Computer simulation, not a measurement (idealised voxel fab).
process module | voxel tone inversion
cross-section cut | 205 nm wide | cells 5 nm
A cross-section is a grid of square cells, given in bands from the top down. A band is one or more rows of cells.
Each band's line starts with the height of the band's top and of its bottom, in nm. Then come its materials from left to right, each with its width in nm. One material with "throughout" fills the band from edge to edge. "air" is empty space.
Height 0 is the level under which the wafer as received is all one material. The lowest band goes on downwards, as in "0 down".
A width such as "30 to 40" changes by the same amount from each row of cells to the next, from the band's top row to its bottom row.
"no change" after a step means that no cell of the cross-section changed.
closed voids: empty space of 8 cells or more with no open way to the top, each as width x height at its distance from the left edge, in nm
after a step's settings: what the simulator itself notes on the step
overlay nm, on a step with a mask: how far to the right of its planned place the mask lay; to the left if negative
plan
1 op RECEIVE | material Si
2 op CONFORMAL_DEP | material SiN | thk nm 10
3 op DIRECTIONAL_DEP | material polySi | thk nm 15
4 op PATTERN | tone cover | mask id POSTS | material resist | width nm 20 | pitch nm 35 | thk nm 20 | overlay nm 0
5 op DIRECTIONAL_ETCH | etch materials polySi | depth nm 5
6 op STRIP | etch materials resist
7 op FILL_DEP | material SiO2 | thk nm 5
8 op CMP | height nm 25
9 op STRIP | etch materials polySi
10 op CONFORMAL_DEP | material TiN | thk nm 5
11 op FILL_DEP | material W | thk nm 10
12 op CMP | height nm 25
13 op CONFORMAL_DEP | material SiCN | thk nm 5
varied across the wafers: depth nm of step 5. The plan shows the first wafer's value. All wafers start alike
first wafer as received, after step 1
  0 down: Si throughout
  closed voids: none
first wafer at the end, after step 13
  30 to 25: SiCN throughout
  25 to 15: W throughout
  15 to 10: TiN throughout
  10 to 0: SiN throughout
  0 down: Si throughout
  closed voids: none
last wafer at the end
  30 to 25: SiCN throughout
  25 to 15: SiO2 40 | TiN 5 | W 10 | TiN 5 | SiO2 15 | TiN 5 | W 10 | TiN 5 | SiO2 15 | TiN 5 | W 10 | TiN 5 | SiO2 15 | TiN 5 | W 10 | TiN 5 | SiO2 40
  15 to 10: SiO2 40 | TiN 20 | SiO2 15 | TiN 20 | SiO2 15 | TiN 20 | SiO2 15 | TiN 20 | SiO2 40
  10 to 0: SiN throughout
  0 down: Si throughout
  closed voids: none
each wafer at the end: cells of each material gained (+) or lost (-) since it was received, then its closed voids
depth nm 5 | +41 SiCN | +82 SiN | +41 TiN | +82 W | closed voids: none
depth nm 10 | +41 SiCN | +82 SiN | +41 TiN | +82 W | closed voids: none
depth nm 15 | +41 SiCN | +82 SiN | +75 SiO2 | +32 TiN | +16 W | closed voids: none
depth nm 20 | +41 SiCN | +82 SiN | +75 SiO2 | +32 TiN | +16 W | closed voids: none
depth nm 25 | +41 SiCN | +82 SiN | +75 SiO2 | +32 TiN | +16 W | closed voids: none
depth nm 30 | +41 SiCN | +82 SiN | +75 SiO2 | +32 TiN | +16 W | closed voids: none
